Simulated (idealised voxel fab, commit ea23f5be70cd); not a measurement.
process module | voxel capacitor over wiring
cross-section cut | 145 nm wide | cells 5 nm
A cross-section is a grid of square cells, given in bands from the top down. A band is one or more rows of cells.
Each band's line starts with the height of the band's top and of its bottom, in nm. Then come its materials from left to right, each with its width in nm. One material with "throughout" fills the band from edge to edge. "air" is empty space.
Height 0 is the level under which the wafer as received is all one material. The lowest band goes on downwards, as in "0 down".
A width such as "30 to 40" changes by the same amount from each row of cells to the next, from the band's top row to its bottom row.
"no change" after a step means that no cell of the cross-section changed.
closed voids: empty space of 8 cells or more with no open way to the top, each as width x height at its distance from the left edge, in nm
after a step's settings: what the simulator itself notes on the step
overlay nm, on a step with a mask: how far to the right of its planned place the mask lay; to the left if negative
plan
1 op RECEIVE | material Si
2 op CONFORMAL_DEP | material SiO2 | thk nm 15
3 op CONFORMAL_DEP | material SiCN | thk nm 5
4 op DIRECTIONAL_DEP | material lowk | thk nm 15
5 op PATTERN | tone open | mask id METAL_1 | material resist | width nm 25 | pitch nm 90 | thk nm 15 | overlay nm 0
6 op DIRECTIONAL_ETCH | etch materials lowk | depth nm 15
7 op DIRECTIONAL_ETCH | etch materials SiCN | depth nm 5
8 op STRIP | etch materials resist
9 op CONFORMAL_DEP | material TiN | thk nm 5
10 op FILL_DEP | material Ru | thk nm 5
11 op CMP | height nm 35
12 op EPI | material Ru | thk nm 5
13 op FILL_DEP | material SiCN | thk nm 5
14 op DIRECTIONAL_DEP | material lowk | thk nm 10
15 op MASKED_ETCH | tone open | mask id PLUG_1 | width nm 15 | etch materials lowk | depth nm 10 | overlay nm 0
16 op MASKED_ETCH | tone open | mask id PLUG_1 | width nm 15 | etch materials SiCN | depth nm 5 | overlay nm 0
17 op CONFORMAL_DEP | material TiN | thk nm 5
18 op FILL_DEP | material Ru | thk nm 5
19 op CMP | height nm 55
20 op DIRECTIONAL_DEP | material TiN | thk nm 10
21 op DIRECTIONAL_DEP | material SiN | thk nm 5
22 op DIRECTIONAL_DEP | material TiN | thk nm 5
23 op PATTERN | tone cover | mask id UPPER_PLATE | material resist | width nm 70 | thk nm 20 | overlay nm 0
24 op DIRECTIONAL_ETCH | etch materials TiN | depth nm 5
25 op DIRECTIONAL_ETCH | etch materials SiN | depth nm 5
26 op STRIP | etch materials resist
27 op MASKED_ETCH | tone cover | mask id LOWER_PLATE | width nm 80 | etch materials TiN | depth nm 10 | overlay nm 0
28 op FILL_DEP | material SiO2 | thk nm 15
29 op CMP | height nm 85
30 op PATTERN | tone open | mask id PLUG_2 | material resist | width nm 15 | thk nm 20 | overlay nm 0
31 op DIRECTIONAL_ETCH | etch materials SiO2 | depth nm 10
32 op STRIP | etch materials resist
33 op CONFORMAL_DEP | material TiN | thk nm 5
34 op FILL_DEP | material Ru | thk nm 10
35 op CMP | height nm 85
36 op CONFORMAL_DEP | material SiCN | thk nm 5
as received, after step 1
  0 down: Si throughout
  closed voids: none
a wafer at the end: this start, this plan, one mistake
  90 to 85: SiCN throughout
  85 to 80: SiO2 35 | TiN 5 | Ru 5 | TiN 5 | SiO2 95
  80 to 70: SiO2 35 to 25 | TiN 15 to 70 | SiO2 95 to 50
  70 to 65: SiO2 25 | SiN 70 | SiO2 50
  65 to 55: SiO2 20 | TiN 80 | SiO2 45
  55 to 45: lowk 25 | TiN 5 | Ru 5 | TiN 5 | lowk 105
  45 to 40: SiCN 25 | TiN 15 | SiCN 105
  40 to 35: SiCN 10 | Ru 15 | SiCN 5 | Ru 15 | SiCN 55 | Ru 15 | SiCN 5 | Ru 15 | SiCN 10
  35 to 20: lowk 15 | TiN 5 | SiO2 15 | TiN 5 | lowk 65 | TiN 5 | SiO2 15 | TiN 5 | lowk 15
  20 to 15: SiCN 15 | TiN 25 | SiCN 65 | TiN 25 | SiCN 15
  15 to 0: SiO2 throughout
  0 down: Si throughout
  closed voids: none
what went wrong: step 10 ran as: op FILL_DEP | material SiO2 | thk nm 5
